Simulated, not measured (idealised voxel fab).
process module | voxel released beams
cross-section cut | 290 nm wide | cells 5 nm
A cross-section is a grid of square cells, given in bands from the top down. A band is one or more rows of cells.
Each band's line starts with the height of the band's top and of its bottom, in nm. Then come its materials from left to right, each with its width in nm. One material with "throughout" fills the band from edge to edge. "air" is empty space.
Height 0 is the level under which the wafer as received is all one material. The lowest band goes on downwards, as in "0 down".
A width such as "30 to 40" changes by the same amount from each row of cells to the next, from the band's top row to its bottom row.
"no change" after a step means that no cell of the cross-section changed.
closed voids: empty space of 8 cells or more with no open way to the top, each as width x height at its distance from the left edge, in nm
after a step's settings: what the simulator itself notes on the step
overlay nm, on a step with a mask: how far to the right of its planned place the mask lay; to the left if negative
plan
1 op RECEIVE | material Si
2 op CONFORMAL_DEP | material SiN | thk nm 5
3 op DIRECTIONAL_DEP | material SiO2 | thk nm 10
4 op MASKED_ETCH | tone open | mask id ANCHOR | width nm 30 | etch materials SiO2 | depth nm 10 | overlay nm 0
5 op CONFORMAL_DEP | material TiN | thk nm 10
6 op MASKED_ETCH | tone cover | mask id BEAM | width nm 100 | etch materials TiN | depth nm 10 | overlay nm 0
7 op STRIP | etch materials SiO2
as received, after step 1
  0 down: Si throughout
  closed voids: none
first wafer at the end, as planned
  25 to 15: air 90 | TiN 15 | air 10 | TiN 75 | air 100
  15 to 5: air 95 | TiN 30 | air 165
  5 to 0: SiN throughout
  0 down: Si throughout
  closed voids: none
second wafer at the end: like start, like plan, one mistake
  25 to 15: air 90 | TiN 100 | air 100
  15 to 10: SiN throughout
  10 to 0: SiO2 throughout
  0 down: Si throughout
  closed voids: none
what went wrong: steps 2 and 3 were swapped
at the end the second wafer has, in cells: 116 more of SiO2 | 8 fewer of TiN
